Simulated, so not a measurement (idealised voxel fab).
The process module that follows is named voxel air gaps.
We display cut, a cross-section 270 nm in width whose square cells are each 5 nm.
Cross-sections here: square-cell grids, written as top-down lists of bands, a band being one or more rows of cells.
Each band's line starts with the height of the band's top and of its bottom, in nm. Then come its materials from left to right, each with its width in nm. One material with "full width" fills the band from edge to edge. "air" is empty space.
Where do heights start? At 0: under that level the wafer as delivered is made of one material only. And the lowest band has no floor; it just carries on downward, as in "0 down".
When a width is written as two numbers, as in "30->40", the first number is the width in the top row of cells of the band and the second is the width in its bottom row, and the width changes by the same amount from each row to the next.
"nothing got changed" (step): cross-section cells unchanged, all of them.
"Closed empty spaces" specifies each empty space that is not open to the top and that occupies no fewer than 8 cells, using the form width x height at distance, the distance measured from the left edge and all three quantities in nm.
If you see something after the settings on a step's line, that's the simulator's own remark about that step.
overlay nm, on a step with a mask: how far to the right of its planned place the mask lay; to the left if negative

The steps planned for the process are as follows
step 1: RECEIVE | material Si
step 2: CONFORMAL_DEP | material SiO2 | thk nm 10
step 3: CONFORMAL_DEP | material SiCN | thk nm 5
step 4: DIRECTIONAL_DEP | material lowk | thk nm 40
step 5: DIRECTIONAL_DEP | material aC | thk nm 15
step 6: PATTERN | tone open | mask id LINES | material resist | width nm 15 | pitch nm 40 | thk nm 35 | overlay nm 0
step 7: DIRECTIONAL_ETCH | etch materials aC | depth nm 15
step 8: STRIP | etch materials resist
step 9: DIRECTIONAL_ETCH | etch materials lowk | depth nm 40
step 10: STRIP | etch materials aC
step 11: CONFORMAL_DEP | material TiN | thk nm 5
step 12: FILL_DEP | material W | thk nm 10
step 13: CMP | height nm 55
step 14: EPI | material Ru | thk nm 10
step 15: SELECTIVE_ETCH | etch materials lowk | depth nm 50
step 16: CONFORMAL_DEP | material SiCN | thk nm 5

Cross-section of the incoming wafer, state after step 1
	0 down | Si full width
	Closed empty spaces: none

This is how the wafer looks in cross-section once the module is done, given the starting state and plan above and one mistake in carrying the plan out
	70 to 65 | air: 65, then SiCN: 135, then air: 70
	65 to 55 | air: 65, then SiCN: 5, then Ru: 125, then SiCN: 5, then air: 70
	55 to 50 | air: 65, then SiCN: 15, then TiN: 5, then W: 15, then TiN: 5, then lowk: 15, then TiN: 5, then W: 15, then TiN: 5, then lowk: 15, then TiN: 5, then W: 15, then TiN: 5, then SiCN: 15, then air: 70
	50 to 20 | air: 75, then SiCN: 5, then TiN: 5, then W: 15, then TiN: 5, then lowk: 15, then TiN: 5, then W: 15, then TiN: 5, then lowk: 15, then TiN: 5, then W: 15, then TiN: 5, then SiCN: 5, then air: 80
	20 to 15 | SiCN: 80, then TiN: 25, then lowk: 15, then TiN: 25, then lowk: 15, then TiN: 25, then SiCN: 85
	15 to 10 | SiCN full width
	10 to 0 | SiO2 full width
	0 down | Si full width
	Closed empty spaces: none
It is concluded that the wafer was processed incorrectly with respect to the plan, in that rather than as planned, step 6 actually ran as PATTERN | tone open | mask id LINES | material resist | width nm 25 | pitch nm 40 | thk nm 35 | overlay nm 0
